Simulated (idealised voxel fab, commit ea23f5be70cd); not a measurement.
Process module under the name voxel lift off
Pictured: cross-section cut, 275 nm wide, on a grid of 5 nm square cells.
A cross-section is a grid of square cells, given in bands from the top down. A band is one or more rows of cells. For a band, the entry starts with two heights in nm, that of the top and then that of the bottom, and carries on with the band's materials in order from left to right, each alongside its width in nm; the word "edge to edge" beside a single material means it fills the band edge to edge, and "empty" means empty space. Where do heights start? At 0: under that level the wafer as delivered is made of one material only. And the lowest band has no floor; it just carries on downward, as in "0 and below". With a width like "30->40", each row of cells in the band differs from the next by the same amount, the top row carrying the first number and the bottom row the second. "identical to before" means the step left every cell of the cross-section as it was. "Closed cavity list": empty spaces of 8 cells or more with no open way to the top, each given as width x height at distance, distance from the left edge, all in nm. Anything after a step's settings on that line? It's the simulator's own note about the step. On any step carrying a mask, the "overlay nm" setting, if present on the step's line, tells how far right of its planned place the mask lay; negative values point to the left.

**List of planned process steps**
1,RECEIVE, material Si
2,CONFORMAL_DEP, material Al2O3, thk nm 5
3,PATTERN, tone open, mask id LINES, material resist, width nm 25, pitch nm 45, thk nm 25, overlay nm -15
4,DIRECTIONAL_DEP, material Ru, thk nm 10
5,STRIP, etch materials resist
6,CONFORMAL_DEP, material SiCN, thk nm 10
The plan's step 3 overlay nm is the first wafer's value; the wafers differ in this setting and start identical.

**The first of several wafers as received, shown in cross-section; this is its state after step 1**
  0 and below: Si edge to edge
  Closed cavity list: none

**First of several wafers in cross-section at module end, following the final step, step 6**
  25 down to 15: 55 nm empty | 135 nm SiCN | 85 nm empty
  15 down to 5: 65 nm SiCN | 25 nm Ru | 20 nm SiCN | 25 nm Ru | 20 nm SiCN | 25 nm Ru | 95 nm SiCN
  5 down to 0: Al2O3 edge to edge
  0 and below: Si edge to edge
  Closed cavity list: none

**Here's the last wafer cross-sectioned at the end of the module**
  25 down to 15: 85 nm empty | 135 nm SiCN | 55 nm empty
  15 down to 5: 95 nm SiCN | 25 nm Ru | 20 nm SiCN | 25 nm Ru | 20 nm SiCN | 25 nm Ru | 65 nm SiCN
  5 down to 0: Al2O3 edge to edge
  0 and below: Si edge to edge
  Closed cavity list: none

**Every row in this table is a wafer at the end of the module, and it gives, for each of the materials, the cells that wafer has gained (+) or lost (-) since it was received, then its closed voids**
overlay nm -15; +55 Al2O3; +30 Ru; +134 SiCN; Closed cavity list: none
overlay nm -10; +55 Al2O3; +30 Ru; +134 SiCN; Closed cavity list: none
overlay nm -5; +55 Al2O3; +30 Ru; +134 SiCN; Closed cavity list: none
overlay nm 0; +55 Al2O3; +30 Ru; +134 SiCN; Closed cavity list: none
overlay nm 5; +55 Al2O3; +30 Ru; +134 SiCN; Closed cavity list: none
overlay nm 10; +55 Al2O3; +30 Ru; +134 SiCN; Closed cavity list: none
overlay nm 15; +55 Al2O3; +30 Ru; +134 SiCN; Closed cavity list: none
